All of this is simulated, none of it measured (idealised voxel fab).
process module | voxel lift off
cross-section cut | 155 nm wide | cells 5 nm
A cross-section is a grid of square cells, given in bands from the top down. A band is one or more rows of cells.
Each band's line starts with the height of the band's top and of its bottom, in nm. Then come its materials from left to right, each with its width in nm. One material with "throughout" fills the band from edge to edge. "air" is empty space.
Height 0 is the level under which the wafer as received is all one material. The lowest band goes on downwards, as in "0 down".
A width such as "30 to 40" changes by the same amount from each row of cells to the next, from the band's top row to its bottom row.
"no change" after a step means that no cell of the cross-section changed.
closed voids: empty space of 8 cells or more with no open way to the top, each as width x height at its distance from the left edge, in nm
after a step's settings: what the simulator itself notes on the step
overlay nm, on a step with a mask: how far to the right of its planned place the mask lay; to the left if negative
plan
1 op RECEIVE | material Si
2 op CONFORMAL_DEP | material SiN | thk nm 10
3 op PATTERN | tone open | mask id LINES | material resist | width nm 15 | pitch nm 35 | thk nm 25 | overlay nm 0
4 op DIRECTIONAL_DEP | material Ru | thk nm 15
5 op STRIP | etch materials resist
6 op CONFORMAL_DEP | material SiCN | thk nm 10
as received, after step 1
  0 down: Si throughout
  closed voids: none
a wafer at the end: this start, this plan, one mistake
  35 to 25: air 5 | SiCN 140 | air 10
  25 to 20: air 5 | SiCN 10 | Ru 15 | SiCN 20 | Ru 15 | SiCN 20 | Ru 15 | SiCN 20 | Ru 15 | SiCN 10 | air 10
  20 to 10: SiCN 15 | Ru 15 | SiCN 20 | Ru 15 | SiCN 20 | Ru 15 | SiCN 20 | Ru 15 | SiCN 20
  10 to 0: Ru throughout
  0 down: Si throughout
  closed voids: none
what went wrong: step 2 ran as: op CONFORMAL_DEP | material Ru | thk nm 10
